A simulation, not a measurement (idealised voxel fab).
The following is a process module called voxel transistor to metal.
The cross-section shown here is cut; it is 280 nm wide and divided into square cells measuring 5 nm on a side.
Bands, listed from the top down, are how a cross-section gets written in this document; the cross-section itself is a grid of square cells, and a band is one or more rows of them. What a band's entry tells you: where the top is and where the bottom is, as heights in nm, and after that what lies inside, material by material from left to right, each with its width in nm. Empty space is written as the word "air", and a single material marked with the word "throughout" occupies the band from edge to edge. Zero point of the height axis is 0; under it, received wafer = one material. Lowest band: continues down indefinitely, "0 nm and below". Note: "30 to 40" means the width goes from the first number (top row of the band) to the second number (bottom row) in equal steps per row of cells. Where the words "remained unchanged" appear for a step, the cross-section shows no cell changed by that step; every cell remained as before. "Completely sealed voids" specifies each empty space that is not open to the top and that occupies no fewer than 8 cells, using the form width x height at distance, the distance measured from the left edge and all three quantities in nm. On a step's line, text after the settings is the simulator commenting on that step. The "overlay nm" setting may appear on a step's line; for a step that uses a mask, it gives how far to the right of its planned position the mask lay, and a negative value indicates the left.
### List of planned process steps
1 RECEIVE, material Si
2 OXIDIZE, depth nm 5
3 CONFORMAL_DEP, material SiN, thk nm 10
4 MASKED_ETCH, tone cover, mask id ACTIVE, width nm 110, pitch nm 130, etch materials SiN, depth nm 10, overlay nm 0
5 MASKED_ETCH, tone cover, mask id ACTIVE, width nm 110, pitch nm 130, etch materials SiO2, depth nm 5, overlay nm 0
6 MASKED_ETCH, tone cover, mask id ACTIVE, width nm 110, pitch nm 130, etch materials Si, depth nm 35, overlay nm 0
7 FILL_DEP, material SiO2, thk nm 5
8 CMP, height nm 10
9 SELECTIVE_ETCH, etch materials SiO2, depth nm 5
10 STRIP, etch materials SiN
11 SELECTIVE_ETCH, etch materials SiO2, depth nm 5
12 OXIDIZE, depth nm 5
13 DIRECTIONAL_DEP, material polySi, thk nm 20
14 DIRECTIONAL_DEP, material SiCN, thk nm 15
15 DIRECTIONAL_DEP, material aC, thk nm 10
16 PATTERN, tone cover, mask id GATE, material resist, width nm 20, pitch nm 130, thk nm 30, overlay nm 0
17 DIRECTIONAL_ETCH, etch materials aC, depth nm 10
18 STRIP, etch materials resist
19 DIRECTIONAL_ETCH, etch materials SiCN, depth nm 25
20 DIRECTIONAL_ETCH, etch materials polySi, depth nm 30
21 STRIP, etch materials aC
22 CONFORMAL_DEP, material SiO2, thk nm 5
23 DIRECTIONAL_ETCH, etch materials SiO2, depth nm 5
24 CONFORMAL_DEP, material SiN, thk nm 5
25 DIRECTIONAL_ETCH, etch materials SiN, depth nm 5
26 DIRECTIONAL_ETCH, etch materials SiO2, depth nm 5
27 DIRECTIONAL_ETCH, etch materials Si, depth nm 15
28 EPI, material SiGe, thk nm 15
29 FILL_DEP, material SiO2, thk nm 10
30 CMP, height nm 30
31 DIRECTIONAL_DEP, material SiO2, thk nm 15
32 MASKED_ETCH, tone open, mask id CONTACT, width nm 15, etch materials SiO2, depth nm 40, overlay nm 0
33 CONFORMAL_DEP, material TiN, thk nm 5
34 FILL_DEP, material Ru, thk nm 5
35 CMP, height nm 45
36 CONFORMAL_DEP, material SiN, thk nm 5
37 DIRECTIONAL_DEP, material lowk, thk nm 15
38 PATTERN, tone open, mask id METAL_1, material resist, width nm 15, thk nm 15, overlay nm 0
39 DIRECTIONAL_ETCH, etch materials lowk, depth nm 15
40 DIRECTIONAL_ETCH, etch materials SiN, depth nm 5
41 STRIP, etch materials resist
42 CONFORMAL_DEP, material TiN, thk nm 5
43 FILL_DEP, material W, thk nm 5
44 CMP, height nm 65
45 EPI, material Ru, thk nm 5
46 FILL_DEP, material SiCN, thk nm 5
### Cross-section of the wafer as it came to us, i.e., already through step 1
- 0 nm and below = Si throughout
- Completely sealed voids: none
### Result of the module, cross-sectioned: start per above, plan per above, one error in how it was run
- 75 nm to 70 nm = SiCN throughout
- 70 nm to 65 nm = SiCN (25)  Ru (25)  SiCN (50)  Ru (25)  SiCN (30)  Ru (25)  SiCN (50)  Ru (25)  SiCN (25)
- 65 nm to 50 nm = lowk (30)  TiN (5)  W (5)  TiN (5)  lowk (60)  TiN (5)  W (5)  TiN (5)  lowk (40)  TiN (5)  W (5)  TiN (5)  lowk (60)  TiN (5)  W (5)  TiN (5)  lowk (30)
- 50 nm to 45 nm = SiN (30)  TiN (15)  SiN (60)  TiN (15)  SiN (40)  TiN (15)  SiN (60)  TiN (15)  SiN (30)
- 45 nm to 30 nm = SiO2 (30)  TiN (5)  Ru (5)  TiN (5)  SiO2 (60)  TiN (5)  Ru (5)  TiN (5)  SiO2 (40)  TiN (5)  Ru (5)  TiN (5)  SiO2 (60)  TiN (5)  Ru (5)  TiN (5)  SiO2 (30)
- 30 nm to 20 nm = SiO2 (30)  TiN (5)  Ru (5)  TiN (5)  SiO2 (10)  SiN (5)  SiO2 (5)  SiCN (20)  SiO2 (5)  SiN (5)  SiO2 (10)  TiN (5)  Ru (5)  TiN (5)  SiO2 (40)  TiN (5)  Ru (5)  TiN (5)  SiO2 (10)  SiN (5)  SiO2 (5)  SiCN (20)  SiO2 (5)  SiN (5)  SiO2 (10)  TiN (5)  Ru (5)  TiN (5)  SiO2 (30)
- 20 nm to 15 nm = SiO2 (30)  TiN (15)  SiO2 (10)  SiN (5)  SiO2 (5)  SiCN (20)  SiO2 (5)  SiN (5)  SiO2 (10)  TiN (15)  SiO2 (40)  TiN (15)  SiO2 (10)  SiN (5)  SiO2 (5)  SiCN (20)  SiO2 (5)  SiN (5)  SiO2 (10)  TiN (15)  SiO2 (30)
- 15 nm to 0 nm = SiO2 (10)  SiGe (45)  SiN (5)  SiO2 (5)  polySi (20)  SiO2 (5)  SiN (5)  SiGe (90)  SiN (5)  SiO2 (5)  polySi (20)  SiO2 (5)  SiN (5)  SiGe (45)  SiO2 (10)
- 0 nm to -5 nm = SiO2 (10)  SiGe (10)  SiN (5)  SiGe (30)  SiN (5)  SiO2 (5)  polySi (20)  SiO2 (5)  SiN (5)  SiGe (30)  SiN (5)  SiGe (20)  SiN (5)  SiGe (30)  SiN (5)  SiO2 (5)  polySi (20)  SiO2 (5)  SiN (5)  SiGe (30)  SiN (5)  SiGe (10)  SiO2 (10)
- -5 nm to -10 nm = SiO2 (25)  SiGe (30)  SiO2 (40)  SiGe (30)  SiO2 (30)  SiGe (30)  SiO2 (40)  SiGe (30)  SiO2 (25)
- -10 nm to -25 nm = SiO2 (20)  Si (5)  SiGe (30)  Si (40)  SiGe (30)  Si (5)  SiO2 (20)  Si (5)  SiGe (30)  Si (40)  SiGe (30)  Si (5)  SiO2 (20)
- -25 nm to -40 nm = SiO2 (20)  Si (110)  SiO2 (20)  Si (110)  SiO2 (20)
- -40 nm and below = Si throughout
- Completely sealed voids: none
Run error: step 28 ran as: EPI, material SiGe, thk nm 25
